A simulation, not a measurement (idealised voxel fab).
This section sets out a process module, namely voxel local oxidation.
Section shown: cut. Width: 165 nm. Cell size: 5 nm, square.
The cross-sections in this document take the form of a grid made of square cells. They are written out as bands, in order from top to bottom. Each band consists of one or more rows of cells. Top, bottom (nm), then materials left to right with widths (nm); lone material tagged "all across" fills the whole band edge to edge; "air" = empty space. Heights are measured from 0, the level below which the as-received wafer is all one material; the lowest band has no bottom and continues downward, written as in "from 0 down". So if you see something like "30->40" for the width, read it as the top row of the band sitting at the first number and the bottom row at the second, with every row in between moving by the same amount as the last. A step reported as "no alterations made" is a step in which no cell of the cross-section changed. The label "Internal closed voids" introduces a list of the empty spaces, 8 cells or larger, that have no open way up to the top; each entry in it reads width x height at distance, where the distance is taken from the left edge and all three are stated in nm. On a step's line, text after the settings is the simulator commenting on that step. overlay nm: how far to the right of its planned place the mask lay on this masked step (negative: to the left).
Plan
1,RECEIVE, material Si
2,OXIDIZE, depth nm 5
3,CONFORMAL_DEP, material SiN, thk nm 10
4,PATTERN, tone cover, mask id ACTIVE, material resist, width nm 105, thk nm 15, overlay nm 0
5,DIRECTIONAL_ETCH, etch materials SiN, depth nm 10
6,STRIP, etch materials resist
7,SELECTIVE_ETCH, etch materials SiO2, depth nm 5
8,OXIDIZE, depth nm 15
9,STRIP, etch materials SiN
As-received wafer cross-section (after step 1)
> from 0 down | Si all across
> Internal closed voids: none
Here's the wafer cut in cross-section after the module, started and planned just like above, except one thing was done wrong in the run
> from 0 to -5 | SiO2 (25) / air (115) / SiO2 (25)
> from -5 to -20 | Si (10) / SiO2 (145) / Si (10)
> from -20 down | Si all across
> Internal closed voids: none
Diagnosis: step 4, actual vs plan mismatch, actual run PATTERN, tone open, mask id ACTIVE, material resist, width nm 105, thk nm 15, overlay nm 0
